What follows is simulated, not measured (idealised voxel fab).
Process module under the name voxel ribs on slabs
It is cross-section cut that appears here, measuring 145 nm in width, its square cells being 5 nm in size.
Think of the cross-section as a grid of square cells. We describe it in bands, top to bottom, and each band covers one or more rows of those cells. Top height, bottom height, nm. Materials left to right, width each, nm. Single material + "everywhere" = fills band edge to edge. "blank" = empty. Heights are reckoned from 0. Under this level, the received wafer is all of one material. The bottommost band is open-ended downward, for example "from 0 down". So if you see something like "30->40" for the width, read it as the top row of the band sitting at the first number and the bottom row at the second, with every row in between moving by the same amount as the last. A step reported as "remained unchanged" is a step in which no cell of the cross-section changed. Look at "Closed cavity list" for the closed voids: empty spaces with no open path to the top, sized 8 cells or up. Each is width x height at distance, distance from the left edge, all nm. Anything after a step's settings on that line? It's the simulator's own note about the step. "overlay nm", when on a step's line for a step with a mask, measures how far to the right of its planned place the mask lay; a negative measure means to the left. Pairs follow: section before one process step, section after it down to the lowest changed band, step with settings underneath. Pairs may come from different runs of this module on the same starting wafer; continuity with the pair above only as stated in the "Pre-process" entry.
Pre-process:
from 65 to 50: blank 30 nm | resist 85 nm | blank 30 nm
from 50 to 40: blank 30 nm | resist 30 nm | aC 25 nm | resist 30 nm | blank 30 nm
from 40 to 30: blank 30 nm | aC 30 nm | polySi 25 nm | aC 30 nm | blank 30 nm
from 30 to 25: polySi everywhere
from 25 to 0: SiN everywhere
from 0 down: Si everywhere
Closed cavity list: none
Result of Step:
from 50 to 40: blank 60 nm | aC 25 nm | blank 60 nm
For the remainder of the cross-section, below 40, there is no change.
Closed cavity list: none
The before and after cross-sections above are linked by op STRIP | etch materials resist
Pre-process: after-state, pair directly above.
Result of Step:
from 50 to 40: blank 60 nm | aC 25 nm | blank 60 nm
from 40 to 30: blank 30 nm | aC 30 nm | polySi 25 nm | aC 30 nm | blank 30 nm
from 30 to 25: blank 30 nm | polySi 85 nm | blank 30 nm
For the remainder of the cross-section, below 25, there is no change.
Closed cavity list: none
The before and after cross-sections above are linked by op DIRECTIONAL_ETCH | etch materials polySi | depth nm 5
Pre-process: after-state, pair directly above.
Result of Step:
from 40 to 30: blank 60 nm | polySi 25 nm | blank 60 nm
For the remainder of the cross-section, below 30, there is no change.
Closed cavity list: none
The before and after cross-sections above are linked by op STRIP | etch materials aC
Pre-process: after-state, pair directly above.
Result of Step:
from 60 to 40: SiO2 everywhere
from 40 to 30: SiO2 60 nm | polySi 25 nm | SiO2 60 nm
from 30 to 25: SiO2 30 nm | polySi 85 nm | SiO2 30 nm
For the remainder of the cross-section, below 25, there is no change.
Closed cavity list: none
The before and after cross-sections above are linked by op FILL_DEP | material SiO2 | thk nm 20
Pre-process: after-state, pair directly above.
Result of Step:
from 50 to 40: SiO2 everywhere
For the remainder of the cross-section, below 40, there is no change.
Closed cavity list: none
The before and after cross-sections above are linked by op CMP | height nm 50
Pre-process: after-state, pair directly above.
Result of Step:
from 60 to 50: W everywhere
For the remainder of the cross-section, below 50, there is no change.
Closed cavity list: none
The before and after cross-sections above are linked by op DIRECTIONAL_DEP | material W | thk nm 10
Pre-process: after-state, pair directly above.
Result of Step:
from 75 to 60: blank 55 nm | resist 35 nm | blank 55 nm
For the remainder of the cross-section, below 60, there is no change.
Closed cavity list: none
The before and after cross-sections above are linked by op PATTERN | tone cover | mask id HEATER | material resist | width nm 35 | thk nm 15 | overlay nm 0
Pre-process: after-state, pair directly above.
Result of Step:
from 75 to 60: blank 55 nm | resist 35 nm | blank 55 nm
from 60 to 50: blank 55 nm | W 35 nm | blank 55 nm
For the remainder of the cross-section, below 50, there is no change.
Closed cavity list: none
The before and after cross-sections above are linked by op DIRECTIONAL_ETCH | etch materials W | depth nm 10
Pre-process: after-state, pair directly above.
Result of Step:
from 60 to 50: blank 55 nm | W 35 nm | blank 55 nm
For the remainder of the cross-section, below 50, there is no change.
Closed cavity list: none
The before and after cross-sections above are linked by op STRIP | etch materials resist
Pre-process: after-state, pair directly above.
Result of Step:
from 70 to 60: blank 45 nm | SiN 55 nm | blank 45 nm
from 60 to 50: SiN 55 nm | W 35 nm | SiN 55 nm
For the remainder of the cross-section, below 50, there is no change.
Closed cavity list: none
The before and after cross-sections above are linked by op CONFORMAL_DEP | material SiN | thk nm 10
Pre-process:
from 50 to 40: blank 60 nm | aC 25 nm | blank 60 nm
from 40 to 30: aC 60 nm | polySi 25 nm | aC 60 nm
from 30 to 25: polySi everywhere
from 25 to 0: SiO2 everywhere
from 0 down: Si everywhere
Closed cavity list: none
Result of Step:
from 75 to 50: resist 30 nm | blank 85 nm | resist 30 nm
from 50 to 40: resist 30 nm | blank 30 nm | aC 25 nm | blank 30 nm | resist 30 nm
For the remainder of the cross-section, below 40, there is no change.
Closed cavity list: none
The before and after cross-sections above are linked by op PATTERN | tone open | mask id SLAB | material resist | width nm 85 | thk nm 25 | overlay nm 0
Pre-process: after-state, pair directly above.
Result of Step:
from 65 to 40: resist 30 nm | blank 85 nm | resist 30 nm
from 40 to 30: aC 30 nm | blank 30 nm | polySi 25 nm | blank 30 nm | aC 30 nm
For the remainder of the cross-section, below 30, there is no change.
Closed cavity list: none
The before and after cross-sections above are linked by op DIRECTIONAL_ETCH | etch materials aC | depth nm 10
Pre-process: after-state, pair directly above.
Result of Step:
from 40 to 30: aC 30 nm | blank 30 nm | polySi 25 nm | blank 30 nm | aC 30 nm
For the remainder of the cross-section, below 30, there is no change.
Closed cavity list: none
The before and after cross-sections above are linked by op STRIP | etch materials resist
Pre-process: after-state, pair directly above.
Result of Step:
from 40 to 35: aC 30 nm | blank 85 nm | aC 30 nm
from 35 to 30: aC 30 nm | blank 30 nm | polySi 25 nm | blank 30 nm | aC 30 nm
from 30 to 25: polySi 30 nm | blank 30 nm | polySi 25 nm | blank 30 nm | polySi 30 nm
For the remainder of the cross-section, below 25, there is no change.
Closed cavity list: none
The before and after cross-sections above are linked by op DIRECTIONAL_ETCH | etch materials polySi | depth nm 5
Pre-process: after-state, pair directly above.
Result of Step:
from 35 to 30: blank 60 nm | polySi 25 nm | blank 60 nm
For the remainder of the cross-section, below 30, there is no change.
Closed cavity list: none
The before and after cross-sections above are linked by op STRIP | etch materials aC
Pre-process: after-state, pair directly above.
Result of Step:
from 55 to 35: SiO2 everywhere
from 35 to 30: SiO2 60 nm | polySi 25 nm | SiO2 60 nm
from 30 to 25: polySi 30 nm | SiO2 30 nm | polySi 25 nm | SiO2 30 nm | polySi 30 nm
For the remainder of the cross-section, below 25, there is no change.
Closed cavity list: none
The before and after cross-sections above are linked by op FILL_DEP | material SiO2 | thk nm 20
Pre-process: after-state, pair directly above.
Result of Step:
from 50 to 35: SiO2 everywhere
For the remainder of the cross-section, below 35, there is no change.
Closed cavity list: none
The before and after cross-sections above are linked by op CMP | height nm 50
Pre-process: after-state, pair directly above.
Result of Step:
from 60 to 50: W everywhere
For the remainder of the cross-section, below 50, there is no change.
Closed cavity list: none
The before and after cross-sections above are linked by op DIRECTIONAL_DEP | material W | thk nm 10
Pre-process: after-state, pair directly above.
Result of Step:
from 75 to 60: blank 55 nm | resist 35 nm | blank 55 nm
For the remainder of the cross-section, below 60, there is no change.
Closed cavity list: none
The before and after cross-sections above are linked by op PATTERN | tone cover | mask id HEATER | material resist | width nm 35 | thk nm 15 | overlay nm 0
Pre-process: after-state, pair directly above.
Result of Step:
from 75 to 60: blank 55 nm | resist 35 nm | blank 55 nm
from 60 to 50: blank 55 nm | W 35 nm | blank 55 nm
For the remainder of the cross-section, below 50, there is no change.
Closed cavity list: none
The before and after cross-sections above are linked by op DIRECTIONAL_ETCH | etch materials W | depth nm 10
Pre-process: after-state, pair directly above.
Result of Step:
from 60 to 50: blank 55 nm | W 35 nm | blank 55 nm
For the remainder of the cross-section, below 50, there is no change.
Closed cavity list: none
The before and after cross-sections above are linked by op STRIP | etch materials resist
Pre-process: after-state, pair directly above.
Result of Step:
from 70 to 60: blank 45 nm | SiN 55 nm | blank 45 nm
from 60 to 50: SiN 55 nm | W 35 nm | SiN 55 nm
For the remainder of the cross-section, below 50, there is no change.
Closed cavity list: none
The before and after cross-sections above are linked by op CONFORMAL_DEP | material SiN | thk nm 10
